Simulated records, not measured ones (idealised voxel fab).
This is a process module. Its name is voxel plated lines.
The width of the displayed cross-section, cut, is 240 nm; its cells are square, with a size of 5 nm.
The cross-sections in this document take the form of a grid made of square cells. They are written out as bands, in order from top to bottom. Each band consists of one or more rows of cells. Band entry format. Leading values: height of top, height of bottom, nm. Remainder: materials in left-to-right order, each with its width in nm. Special words: "edge to edge" on a single material, which then fills the band edge to edge; "air", empty space. For the purposes of this specification, 0 denotes the height below which the wafer in its as-received condition is composed wholly of one material, and the lowermost band, lacking a lower limit, extends downward without end, as expressed in "0 nm and below". The expression "30->40" gives the width at the extremes of the band, the first number at its top row of cells and the second at its bottom row, with the width changing by equal amounts from each row to the next in between. The designation "nothing changed", where it is given for a processing step, indicates that no cell of the cross-section was altered in the course of that step. "Tabulated closed voids" specifies each empty space that is not open to the top and that occupies no fewer than 8 cells, using the form width x height at distance, the distance measured from the left edge and all three quantities in nm. Post-settings text on a step line: simulator's own remark regarding the step. A step's line can hold "overlay nm"; with a mask on that step, the setting says how far right of the planned place the mask lay, while a negative setting says it lay to the left.
## These are the steps we planned for the process
1. RECEIVE | material Si
2. CONFORMAL_DEP | material SiN | thk nm 5
3. DIRECTIONAL_DEP | material TiN | thk nm 5
4. PATTERN | tone open | mask id LINES | material resist | width nm 15 | pitch nm 35 | thk nm 35 | overlay nm 0
5. EPI | material Ru | thk nm 5
6. EPI | material Ru | thk nm 5
7. EPI | material Ru | thk nm 10
8. STRIP | etch materials resist
9. DIRECTIONAL_ETCH | etch materials TiN | depth nm 5
10. CONFORMAL_DEP | material SiCN | thk nm 5
## So this is the incoming wafer in cross-section - it's already been through step 1
* 0 nm and below | Si edge to edge
* Tabulated closed voids: none
## End-of-module cross-section of the first of two wafers, processed as planned
* 35 nm to 30 nm | 90 of air / 25 of SiCN / 10 of air / 25 of SiCN / 90 of air
* 30 nm to 10 nm | 90 of air / 5 of SiCN / 15 of Ru / 5 of SiCN / 10 of air / 5 of SiCN / 15 of Ru / 5 of SiCN / 90 of air
* 10 nm to 5 nm | 95 of SiCN / 15 of TiN / 20 of SiCN / 15 of TiN / 95 of SiCN
* 5 nm to 0 nm | SiN edge to edge
* 0 nm and below | Si edge to edge
* Tabulated closed voids: none
## Cross-section, wafer two of two, end of module: same start and plan as wafer one, one error in execution
* 35 nm to 30 nm | 90 of air / 25 of TiN / 10 of air / 25 of TiN / 90 of air
* 30 nm to 10 nm | 90 of air / 5 of TiN / 15 of Ru / 5 of TiN / 10 of air / 5 of TiN / 15 of Ru / 5 of TiN / 90 of air
* 10 nm to 5 nm | TiN edge to edge
* 5 nm to 0 nm | SiN edge to edge
* 0 nm and below | Si edge to edge
* Tabulated closed voids: none
Where did the run depart from the plan? planned and actual differ for step 10; actual: CONFORMAL_DEP | material TiN | thk nm 5
At the finish, the second wafer shows more or fewer cells for some materials than the first does: SiCN -68, TiN +68
